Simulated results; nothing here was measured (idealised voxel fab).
process module | voxel self aligned contacts
cross-section cut | 290 nm wide | cells 5 nm
A cross-section is a grid of square cells, given in bands from the top down. A band is one or more rows of cells.
Each band's line starts with the height of the band's top and of its bottom, in nm. Then come its materials from left to right, each with its width in nm. One material with "throughout" fills the band from edge to edge. "air" is empty space.
Height 0 is the level under which the wafer as received is all one material. The lowest band goes on downwards, as in "0 down".
A width such as "30 to 40" changes by the same amount from each row of cells to the next, from the band's top row to its bottom row.
"no change" after a step means that no cell of the cross-section changed.
closed voids: empty space of 8 cells or more with no open way to the top, each as width x height at its distance from the left edge, in nm
after a step's settings: what the simulator itself notes on the step
overlay nm, on a step with a mask: how far to the right of its planned place the mask lay; to the left if negative
Each pair below shows a cross-section before one step and the cross-section after it, down to the lowest band that changed. The line under each pair gives the step between them, with its settings. The pairs can come from different runs of this module on the same starting wafer, so a pair continues from the pair above only where its "before" says so.
before
  55 to 50: SiO2 125 | air 35 | SiO2 130
  50 to 30: SiO2 95 | SiN 45 | air 15 | SiN 45 | SiO2 90
  30 to 5: SiO2 95 | SiN 5 | polySi 35 | SiN 5 | air 15 | SiN 5 | polySi 35 | SiN 5 | SiO2 90
  5 to 0: SiO2 140 | air 15 | SiO2 135
  0 down: Si throughout
  closed voids: none
after
  60 to 55: TiN 130 | air 25 | TiN 135
  55 to 50: SiO2 125 | TiN 20 | air 5 | TiN 10 | SiO2 130
  50 to 30: SiO2 95 | SiN 45 | TiN 5 | air 5 | TiN 5 | SiN 45 | SiO2 90
  30 to 5: SiO2 95 | SiN 5 | polySi 35 | SiN 5 | TiN 5 | air 5 | TiN 5 | SiN 5 | polySi 35 | SiN 5 | SiO2 90
  5 to 0: SiO2 140 | TiN 15 | SiO2 135
  below 0: unchanged
  closed voids: none
the step between: op CONFORMAL_DEP | material TiN | thk nm 5
before: the cross-section after the pair above
after
  65 to 60: W throughout
  60 to 55: TiN 130 | W 25 | TiN 135
  55 to 50: SiO2 125 | TiN 20 | W 5 | TiN 10 | SiO2 130
  50 to 30: SiO2 95 | SiN 45 | TiN 5 | W 5 | TiN 5 | SiN 45 | SiO2 90
  30 to 5: SiO2 95 | SiN 5 | polySi 35 | SiN 5 | TiN 5 | W 5 | TiN 5 | SiN 5 | polySi 35 | SiN 5 | SiO2 90
  below 5: unchanged
  closed voids: none
the step between: op FILL_DEP | material W | thk nm 5
before: the cross-section after the pair above
after
  55 to 50: SiO2 125 | TiN 20 | W 5 | TiN 10 | SiO2 130
  below 50: unchanged
  closed voids: none
the step between: op CMP | height nm 55
before: the cross-section after the pair above
after
  60 to 55: SiN throughout
  below 55: unchanged
  closed voids: none
the step between: op CONFORMAL_DEP | material SiN | thk nm 5
before
  5 to 0: SiO2 throughout
  0 down: Si throughout
  closed voids: none
after
  30 to 5: TiN throughout
  below 5: unchanged
  closed voids: none
the step between: op DIRECTIONAL_DEP | material TiN | thk nm 25
before: the cross-section after the pair above
after
  50 to 30: SiN throughout
  below 30: unchanged
  closed voids: none
the step between: op DIRECTIONAL_DEP | material SiN | thk nm 20
before: the cross-section after the pair above
after
  60 to 50: aC throughout
  below 50: unchanged
  closed voids: none
the step between: op DIRECTIONAL_DEP | material aC | thk nm 10
before: the cross-section after the pair above
after
  85 to 60: air 95 | resist 35 | air 25 | resist 35 | air 100
  below 60: unchanged
  closed voids: none
the step between: op PATTERN | tone cover | mask id GATE | material resist | width nm 35 | pitch nm 60 | thk nm 25 | overlay nm 0
before: the cross-section after the pair above
after
  75 to 60: air 95 | resist 35 | air 25 | resist 35 | air 100
  60 to 50: air 95 | aC 35 | air 25 | aC 35 | air 100
  below 50: unchanged
  closed voids: none
the step between: op DIRECTIONAL_ETCH | etch materials aC | depth nm 10
before: the cross-section after the pair above
after
  60 to 50: air 95 | aC 35 | air 25 | aC 35 | air 100
  below 50: unchanged
  closed voids: none
the step between: op STRIP | etch materials resist
before: the cross-section after the pair above
after
  60 to 50: air 95 | aC 35 | air 25 | aC 35 | air 100
  50 to 30: air 95 | SiN 35 | air 25 | SiN 35 | air 100
  below 30: unchanged
  closed voids: none
the step between: op DIRECTIONAL_ETCH | etch materials SiN | depth nm 20
before: the cross-section after the pair above
after
  50 to 30: air 95 | SiN 35 | air 25 | SiN 35 | air 100
  below 30: unchanged
  closed voids: none
the step between: op STRIP | etch materials aC
before: the cross-section after the pair above
after
  55 to 35: air 90 | SiN 45 | air 15 | SiN 45 | air 95
  35 to 30: SiN throughout
  below 30: unchanged
  closed voids: none
the step between: op CONFORMAL_DEP | material SiN | thk nm 5
before: the cross-section after the pair above
after
  50 to 30: air 90 | SiN 45 | air 15 | SiN 45 | air 95
  below 30: unchanged
  closed voids: none
the step between: op DIRECTIONAL_ETCH | etch materials SiN | depth nm 5
before: the cross-section after the pair above
after
  60 to 50: SiO2 throughout
  50 to 30: SiO2 90 | SiN 45 | SiO2 15 | SiN 45 | SiO2 95
  below 30: unchanged
  closed voids: none
the step between: op FILL_DEP | material SiO2 | thk nm 10
before: the cross-section after the pair above
after
  55 to 50: SiO2 throughout
  below 50: unchanged
  closed voids: none
the step between: op CMP | height nm 55
before: the cross-section after the pair above
after
  55 to 50: SiO2 125 | air 35 | SiO2 130
  50 to 30: SiO2 90 | SiN 45 | air 15 | SiN 45 | SiO2 95
  below 30: unchanged
  closed voids: none
the step between: op MASKED_ETCH | tone open | mask id CONTACT | width nm 35 | etch materials SiO2 | depth nm 55 | overlay nm 0
before: the cross-section after the pair above
after
  60 to 55: TiN 130 | air 25 | TiN 135
  55 to 50: SiO2 125 | TiN 15 | air 5 | TiN 15 | SiO2 130
  50 to 35: SiO2 90 | SiN 45 | TiN 5 | air 5 | TiN 5 | SiN 45 | SiO2 95
  35 to 30: SiO2 90 | SiN 45 | TiN 15 | SiN 45 | SiO2 95
  below 30: unchanged
  closed voids: none
the step between: op CONFORMAL_DEP | material TiN | thk nm 5
before: the cross-section after the pair above
after
  65 to 60: W throughout
  60 to 55: TiN 130 | W 25 | TiN 135
  55 to 50: SiO2 125 | TiN 15 | W 5 | TiN 15 | SiO2 130
  50 to 35: SiO2 90 | SiN 45 | TiN 5 | W 5 | TiN 5 | SiN 45 | SiO2 95
  below 35: unchanged
  closed voids: none
the step between: op FILL_DEP | material W | thk nm 5
before: the cross-section after the pair above
after
  55 to 50: SiO2 125 | TiN 15 | W 5 | TiN 15 | SiO2 130
  below 50: unchanged
  closed voids: none
the step between: op CMP | height nm 55
before: the cross-section after the pair above
after
  60 to 55: SiN throughout
  below 55: unchanged
  closed voids: none
the step between: op CONFORMAL_DEP | material SiN | thk nm 5
before
  60 to 50: aC throughout
  50 to 30: SiN throughout
  30 to 5: polySi throughout
  5 to 0: SiO2 throughout
  0 down: Si throughout
  closed voids: none
after
  85 to 60: resist 95 | air 35 | resist 25 | air 35 | resist 100
  below 60: unchanged
  closed voids: none
the step between: op PATTERN | tone open | mask id GATE | material resist | width nm 35 | pitch nm 60 | thk nm 25 | overlay nm 0
before: the cross-section after the pair above
after
  75 to 60: resist 95 | air 35 | resist 25 | air 35 | resist 100
  60 to 50: aC 95 | air 35 | aC 25 | air 35 | aC 100
  below 50: unchanged
  closed voids: none
the step between: op DIRECTIONAL_ETCH | etch materials aC | depth nm 10
before: the cross-section after the pair above
after
  60 to 50: aC 95 | air 35 | aC 25 | air 35 | aC 100
  below 50: unchanged
  closed voids: none
the step between: op STRIP | etch materials resist
before: the cross-section after the pair above
after
  60 to 50: aC 95 | air 35 | aC 25 | air 35 | aC 100
  50 to 30: SiN 95 | air 35 | SiN 25 | air 35 | SiN 100
  below 30: unchanged
  closed voids: none
the step between: op DIRECTIONAL_ETCH | etch materials SiN | depth nm 20
before: the cross-section after the pair above
after
  60 to 50: aC 95 | air 35 | aC 25 | air 35 | aC 100
  50 to 30: SiN 95 | air 35 | SiN 25 | air 35 | SiN 100
  30 to 5: polySi 95 | air 35 | polySi 25 | air 35 | polySi 100
  below 5: unchanged
  closed voids: none
the step between: op DIRECTIONAL_ETCH | etch materials polySi | depth nm 25
before: the cross-section after the pair above
after
  50 to 30: SiN 95 | air 35 | SiN 25 | air 35 | SiN 100
  below 30: unchanged
  closed voids: none
the step between: op STRIP | etch materials aC
before: the cross-section after the pair above
after
  55 to 30: SiN 100 | air 25 | SiN 35 | air 25 | SiN 105
  30 to 10: polySi 95 | SiN 5 | air 25 | SiN 5 | polySi 25 | SiN 5 | air 25 | SiN 5 | polySi 100
  10 to 5: polySi 95 | SiN 35 | polySi 25 | SiN 35 | polySi 100
  below 5: unchanged
  closed voids: none
the step between: op CONFORMAL_DEP | material SiN | thk nm 5
before: the cross-section after the pair above
after
  50 to 30: SiN 100 | air 25 | SiN 35 | air 25 | SiN 105
  30 to 5: polySi 95 | SiN 5 | air 25 | SiN 5 | polySi 25 | SiN 5 | air 25 | SiN 5 | polySi 100
  below 5: unchanged
  closed voids: none
the step between: op DIRECTIONAL_ETCH | etch materials SiN | depth nm 5
before: the cross-section after the pair above
after
  60 to 50: SiO2 throughout
  50 to 30: SiN 100 | SiO2 25 | SiN 35 | SiO2 25 | SiN 105
  30 to 5: polySi 95 | SiN 5 | SiO2 25 | SiN 5 | polySi 25 | SiN 5 | SiO2 25 | SiN 5 | polySi 100
  below 5: unchanged
  closed voids: none
the step between: op FILL_DEP | material SiO2 | thk nm 10
before: the cross-section after the pair above
after
  55 to 50: SiO2 throughout
  below 50: unchanged
  closed voids: none
the step between: op CMP | height nm 55
before: the cross-section after the pair above
after
  55 to 50: SiO2 125 | air 35 | SiO2 130
  below 50: unchanged
  closed voids: none
the step between: op MASKED_ETCH | tone open | mask id CONTACT | width nm 35 | etch materials SiO2 | depth nm 55 | overlay nm 0
before: the cross-section after the pair above
after
  60 to 55: TiN 130 | air 25 | TiN 135
  55 to 50: SiO2 125 | TiN 35 | SiO2 130
  below 50: unchanged
  closed voids: none
the step between: op CONFORMAL_DEP | material TiN | thk nm 5
before: the cross-section after the pair above
after
  65 to 60: W throughout
  60 to 55: TiN 130 | W 25 | TiN 135
  below 55: unchanged
  closed voids: none
the step between: op FILL_DEP | material W | thk nm 5
before: the cross-section after the pair above
after
  55 to 50: SiO2 125 | TiN 35 | SiO2 130
  below 50: unchanged
  closed voids: none
the step between: op CMP | height nm 55
before: the cross-section after the pair above
after
  60 to 55: SiN throughout
  below 55: unchanged
  closed voids: none
the step between: op CONFORMAL_DEP | material SiN | thk nm 5
